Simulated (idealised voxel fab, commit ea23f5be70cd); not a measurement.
Title: Process Module voxel tone inversion
250 nm wide, 5 nm square cells: that's cross-section cut.
Just so we're on the same page, the cross-sections are grids of square cells, and they're listed out in bands top to bottom, each band one or more rows deep.
Read a band's entry like this: the first values are the height of its top and the height of its bottom in nm, and what follows is the sequence of materials from left to right, each with its width in nm. Note that "air" is empty space, and that a single material marked "full width" reaches across the band from edge to edge.
The reference from which all heights are counted is 0, the level beneath which the as-received wafer is entirely one material; the lowest band, having no lower bound, proceeds downward and is written after the example "z 0 and below".
A width such as "30 to 40" changes by the same amount from each row of cells to the next, from the band's top row to its bottom row.
"all unchanged" after a step means that no cell of the cross-section changed.
The list in "Closed void entries" covers empty spaces of 8 cells or more that cannot reach the top through any open way, and it gives each as width x height at distance; the distance is from the left edge, and width, height and distance are in nm.
If you see something after the settings on a step's line, that's the simulator's own remark about that step.
The setting "overlay nm" may be written on the line of a step. When the step uses a mask, the value reports how far to the right of the planned place the mask lay, and a negative value reports that it lay to the left.
Planned step list for the process:
1) RECEIVE [material Si]
2) CONFORMAL_DEP [material SiCN] [thk nm 5]
3) DIRECTIONAL_DEP [material aC] [thk nm 20]
4) PATTERN [tone cover] [mask id POSTS] [material resist] [width nm 15] [pitch nm 35] [thk nm 30] [overlay nm 0]
5) DIRECTIONAL_ETCH [etch materials aC] [depth nm 20]
6) STRIP [etch materials resist]
7) FILL_DEP [material lowk] [thk nm 10]
8) CMP [height nm 25]
9) STRIP [etch materials aC]
10) CONFORMAL_DEP [material TiN] [thk nm 5]
11) FILL_DEP [material W] [thk nm 5]
12) CMP [height nm 25]
13) CONFORMAL_DEP [material SiN] [thk nm 5]
Incoming wafer, cross-sectional view, post step 1:
z 0 and below | Si full width
Closed void entries: none
First of two wafers: cross-section at end of module, run per plan:
z 30 to 25 | SiN full width
z 25 to 10 | lowk=65 / TiN=5 / W=5 / TiN=5 / lowk=20 / TiN=5 / W=5 / TiN=5 / lowk=20 / TiN=5 / W=5 / TiN=5 / lowk=20 / TiN=5 / W=5 / TiN=5 / lowk=65
z 10 to 5 | lowk=65 / TiN=15 / lowk=20 / TiN=15 / lowk=20 / TiN=15 / lowk=20 / TiN=15 / lowk=65
z 5 to 0 | SiCN full width
z 0 and below | Si full width
Closed void entries: none
Here's the second of our two wafers sectioned at module end. Same start as the first, same plan, but one mistake got made running it:
z 30 to 25 | SiN full width
z 25 to 20 | lowk full width
z 20 to 5 | lowk=65 / aC=15 / lowk=20 / aC=15 / lowk=20 / aC=15 / lowk=20 / aC=15 / lowk=65
z 5 to 0 | SiCN full width
z 0 and below | Si full width
Closed void entries: none
In executing the process, a mistake was made relative to the plan: step 3 was run on a setting that differed from the plan, and what really ran there is DIRECTIONAL_DEP [material aC] [thk nm 15]
Count the cells at the end and the second wafer has more or fewer of some materials than the first: 36 fewer of TiN; 12 fewer of W; 36 more of aC; 12 more of lowk
